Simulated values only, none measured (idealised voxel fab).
Process module under the name voxel lift off
cross-section cut | 255 nm wide | cells 5 nm
Cross-section = grid of square cells, listed top down in bands; band = one or more rows.
Top height, bottom height, nm. Materials left to right, width each, nm. Single material + "full width" = fills band edge to edge. "blank" = empty.
It should be noted that heights are counted from 0, beneath which the wafer as supplied is of one material throughout, and that the lowest band possesses no lower boundary but continues downward, as written in "z 0 and below".
The notation "30->40" denotes a width that varies across the rows of cells in the band, beginning at the first number in the top row, finishing at the second number in the bottom row, and changing by an identical amount from each row to the next.
A step reported as "identical to before" is a step in which no cell of the cross-section changed.
In the "Closed internal cavities" entry, you get each enclosed empty space of 8 cells or more, one with no open way to the top, written width x height at distance, distance from the left edge, in nm.
after a step's settings: what the simulator itself notes on the step
overlay nm: step with mask; distance mask lay right of planned place; negative value = left of planned place.
# Steps planned for the process
1,RECEIVE with material Si
2,CONFORMAL_DEP with material SiO2, thk nm 15
3,PATTERN with tone open, mask id LINES, material resist, width nm 20, pitch nm 50, thk nm 20, overlay nm 0
4,DIRECTIONAL_DEP with material Ru, thk nm 10
5,STRIP with etch materials resist
6,CONFORMAL_DEP with material SiO2, thk nm 5
# Incoming wafer in cross-section (state: after step 1)
- z 0 and below  Si full width
- Closed internal cavities: none
# Look at the cross-section after the module: the wafer started out the way shown above and the plan was the one shown above, yet one mistake was made along the way
- z 30 to 25  40 of blank | 25 of SiO2 | 25 of blank | 25 of SiO2 | 25 of blank | 25 of SiO2 | 25 of blank | 25 of SiO2 | 40 of blank
- z 25 to 20  40 of blank | 5 of SiO2 | 15 of Ru | 5 of SiO2 | 25 of blank | 5 of SiO2 | 15 of Ru | 5 of SiO2 | 25 of blank | 5 of SiO2 | 15 of Ru | 5 of SiO2 | 25 of blank | 5 of SiO2 | 15 of Ru | 5 of SiO2 | 40 of blank
- z 20 to 15  45 of SiO2 | 15 of Ru | 35 of SiO2 | 15 of Ru | 35 of SiO2 | 15 of Ru | 35 of SiO2 | 15 of Ru | 45 of SiO2
- z 15 to 0  SiO2 full width
- z 0 and below  Si full width
- Closed internal cavities: none
Error vs. plan: off-plan run, step 3, actual operation and settings PATTERN with tone open, mask id LINES, material resist, width nm 15, pitch nm 50, thk nm 20, overlay nm 0
